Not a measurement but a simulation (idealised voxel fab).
This section sets out a process module, namely voxel capacitor over wiring.
Each square cell in cross-section cut measures 5 nm, and the section as a whole is 200 nm wide.
Notation: cross-section as square-cell grid; stated in bands, top first, going down; one or more cell rows per band.
Top height, bottom height, nm. Materials left to right, width each, nm. Single material + "throughout" = fills band edge to edge. "air" = empty.
Height is counted from the level 0, under which the received wafer is composed throughout of one material. The lowest of the bands is not closed at the bottom but continues downward, in the notation "0 -> down".
A width such as "30->40" changes by the same amount from each row of cells to the next, from the band's top row to its bottom row.
No cell of the cross-section changed in a step that is given as "same as before".
Look at "Tabulated closed voids" for the closed voids: empty spaces with no open path to the top, sized 8 cells or up. Each is width x height at distance, distance from the left edge, all nm.
The remark found on a step's line after its settings is issued by the simulator itself and pertains to that step.
The line of a step may include "overlay nm". On a step with a mask, this value is how far to the right of its planned place the mask lay. A negative value means the mask lay to the left.

These are the steps we planned for the process:
1 RECEIVE: material Si
2 CONFORMAL_DEP: material SiO2, thk nm 15
3 DIRECTIONAL_DEP: material TiN, thk nm 5
4 DIRECTIONAL_DEP: material W, thk nm 25
5 MASKED_ETCH: tone cover, mask id METAL_1, width nm 20, pitch nm 90, etch materials W, depth nm 25, overlay nm 0
6 MASKED_ETCH: tone cover, mask id METAL_1, width nm 20, pitch nm 90, etch materials TiN, depth nm 5, overlay nm 0
7 FILL_DEP: material SiO2, thk nm 10
8 CMP: height nm 45
9 CONFORMAL_DEP: material SiCN, thk nm 5
10 DIRECTIONAL_DEP: material SiO2, thk nm 20
11 DIRECTIONAL_DEP: material aC, thk nm 10
12 PATTERN: tone open, mask id PLUG_1, material resist, width nm 15, thk nm 25, overlay nm 0
13 DIRECTIONAL_ETCH: etch materials aC, depth nm 10
14 STRIP: etch materials resist
15 DIRECTIONAL_ETCH: etch materials SiO2, depth nm 20
16 DIRECTIONAL_ETCH: etch materials SiCN, depth nm 5
17 STRIP: etch materials aC
18 CONFORMAL_DEP: material TiN, thk nm 5
19 FILL_DEP: material W, thk nm 5
20 CMP: height nm 70
21 DIRECTIONAL_DEP: material TiN, thk nm 10
22 DIRECTIONAL_DEP: material HfO2, thk nm 5
23 DIRECTIONAL_DEP: material TiN, thk nm 5
24 DIRECTIONAL_DEP: material aC, thk nm 15
25 PATTERN: tone cover, mask id UPPER_PLATE, material resist, width nm 75, thk nm 30, overlay nm 0
26 DIRECTIONAL_ETCH: etch materials aC, depth nm 15
27 STRIP: etch materials resist
28 DIRECTIONAL_ETCH: etch materials TiN, depth nm 5
29 DIRECTIONAL_ETCH: etch materials HfO2, depth nm 5
30 STRIP: etch materials aC
31 PATTERN: tone cover, mask id LOWER_PLATE, material resist, width nm 85, thk nm 20, overlay nm 0
32 DIRECTIONAL_ETCH: etch materials TiN, depth nm 10
33 STRIP: etch materials resist
34 FILL_DEP: material SiO2, thk nm 20
35 CMP: height nm 105
36 DIRECTIONAL_DEP: material aC, thk nm 15
37 PATTERN: tone open, mask id PLUG_2, material resist, width nm 15, thk nm 35, overlay nm 0
38 DIRECTIONAL_ETCH: etch materials aC, depth nm 15
39 STRIP: etch materials resist
40 DIRECTIONAL_ETCH: etch materials SiO2, depth nm 15
41 STRIP: etch materials aC
42 CONFORMAL_DEP: material TiN, thk nm 5
43 FILL_DEP: material Cu, thk nm 5
44 CMP: height nm 105
45 CONFORMAL_DEP: material SiN, thk nm 5

Step 1 complete: cross-section of the wafer as received:
	0 -> down  Si throughout
	Tabulated closed voids: none

As-planned run: cross-section of the first of two wafers at end of module:
	110 -> 105  SiN throughout
	105 -> 95  SiO2 60 nm, then TiN 5 nm, then Cu 5 nm, then TiN 5 nm, then SiO2 125 nm
	95 -> 85  SiO2 60->50 nm, then TiN 15->75 nm, then SiO2 125->75 nm
	85 -> 80  SiO2 50 nm, then HfO2 75 nm, then SiO2 75 nm
	80 -> 70  SiO2 45 nm, then TiN 85 nm, then SiO2 70 nm
	70 -> 50  SiO2 50 nm, then TiN 5 nm, then W 5 nm, then TiN 5 nm, then SiO2 135 nm
	50 -> 45  SiCN 50 nm, then TiN 15 nm, then SiCN 135 nm
	45 -> 20  SiO2 45 nm, then W 20 nm, then SiO2 70 nm, then W 20 nm, then SiO2 45 nm
	20 -> 15  SiO2 45 nm, then TiN 20 nm, then SiO2 70 nm, then TiN 20 nm, then SiO2 45 nm
	15 -> 0  SiO2 throughout
	0 -> down  Si throughout
	Tabulated closed voids: none

End of module, second wafer, cross-section. Started like the first, planned like the first, run with one mistake:
	110 -> 105  SiN throughout
	105 -> 95  SiO2 60 nm, then TiN 5 nm, then Cu 5 nm, then TiN 5 nm, then SiO2 125 nm
	95 -> 85  SiO2 60->50 nm, then TiN 15->75 nm, then SiO2 125->75 nm
	85 -> 80  SiO2 50 nm, then HfO2 75 nm, then SiO2 75 nm
	80 -> 70  SiO2 45 nm, then TiN 85 nm, then SiO2 70 nm
	70 -> 65  SiCN 50 nm, then TiN 15 nm, then SiCN 135 nm
	65 -> 45  SiO2 throughout
	45 -> 20  SiO2 45 nm, then W 20 nm, then SiO2 70 nm, then W 20 nm, then SiO2 45 nm
	20 -> 15  SiO2 45 nm, then TiN 20 nm, then SiO2 70 nm, then TiN 20 nm, then SiO2 45 nm
	15 -> 0  SiO2 throughout
	0 -> down  Si throughout
	Tabulated closed voids: none
So what did we get wrong on this run? ran 9 and 10 in swapped order versus the plan
Final comparison by cell count, materials where the second wafer has more or fewer than the first: 12 more of SiO2 | 8 fewer of TiN | 4 fewer of W
